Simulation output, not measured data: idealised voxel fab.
This is a process module. Its name is voxel self aligned contacts.
195 nm wide, 5 nm square cells: that's cross-section cut.
Bands, listed from the top down, are how a cross-section gets written in this document; the cross-section itself is a grid of square cells, and a band is one or more rows of them.
Each band's line starts with the height of the band's top and of its bottom, in nm. Then come its materials from left to right, each with its width in nm. One material with "all across" fills the band from edge to edge. "empty" is empty space.
Height is counted from the level 0, under which the received wafer is composed throughout of one material. The lowest of the bands is not closed at the bottom but continues downward, in the notation "0 nm and below".
It should be noted that a width expressed as "30..40" varies in equal increments from row to row of cells within the band, taking the value of the first number at the top row and that of the second number at the bottom row.
The cross-section has no changed cell in any step marked "stayed the same".
"Voids, fully enclosed" enumerates empty spaces isolated from the top, with no open way to it, that contain at least 8 cells, giving each as width x height at distance from the left edge, all three in nm.
Note: text after step settings on the step line = simulator remark on that step.
overlay nm: mask right of planned place by this much (step with mask). Neg. = left.

This section lists the process steps that were planned
1,RECEIVE with material Si
2,CONFORMAL_DEP with material SiO2, thk nm 5
3,DIRECTIONAL_DEP with material polySi, thk nm 20
4,DIRECTIONAL_DEP with material SiN, thk nm 15
5,PATTERN with tone cover, mask id GATE, material resist, width nm 30, pitch nm 65, thk nm 15, overlay nm 0
6,DIRECTIONAL_ETCH with etch materials SiN, depth nm 15
7,DIRECTIONAL_ETCH with etch materials polySi, depth nm 20
8,STRIP with etch materials resist
9,CONFORMAL_DEP with material SiN, thk nm 5
10,DIRECTIONAL_ETCH with etch materials SiN, depth nm 5
11,FILL_DEP with material SiO2, thk nm 15
12,CMP with height nm 50
13,PATTERN with tone open, mask id CONTACT, material resist, width nm 35, thk nm 20, overlay nm 0
14,DIRECTIONAL_ETCH with etch materials SiO2, depth nm 50
15,STRIP with etch materials resist
16,CONFORMAL_DEP with material TiN, thk nm 5
17,FILL_DEP with material Ru, thk nm 5
18,CMP with height nm 50
19,CONFORMAL_DEP with material SiCN, thk nm 5
All wafers enter the flow in the same state. The width nm at step 13 differs from wafer to wafer, and the plan gives the value for the first wafer.

As-received state after step 1, first of several wafers, cross-section
    0 nm and below: Si all across
    Voids, fully enclosed: none

What follows is a table in which each wafer occupies a row; for the wafer as it stands at the close of the module, the row states, material by material, how many cells have been gained (+) or lost (-) since receipt, and then gives its closed voids
width nm 35 | +29 Ru | +39 SiCN | +64 SiN | +224 SiO2 | +25 TiN | +48 polySi | Voids, fully enclosed: none
width nm 40 | +30 Ru | +39 SiCN | +64 SiN | +222 SiO2 | +26 TiN | +48 polySi | Voids, fully enclosed: none
width nm 45 | +31 Ru | +39 SiCN | +64 SiN | +220 SiO2 | +27 TiN | +48 polySi | Voids, fully enclosed: none
width nm 50 | +32 Ru | +39 SiCN | +64 SiN | +218 SiO2 | +28 TiN | +48 polySi | Voids, fully enclosed: none
width nm 55 | +33 Ru | +39 SiCN | +64 SiN | +216 SiO2 | +29 TiN | +48 polySi | Voids, fully enclosed: none
width nm 60 | +34 Ru | +39 SiCN | +64 SiN | +214 SiO2 | +30 TiN | +48 polySi | Voids, fully enclosed: none
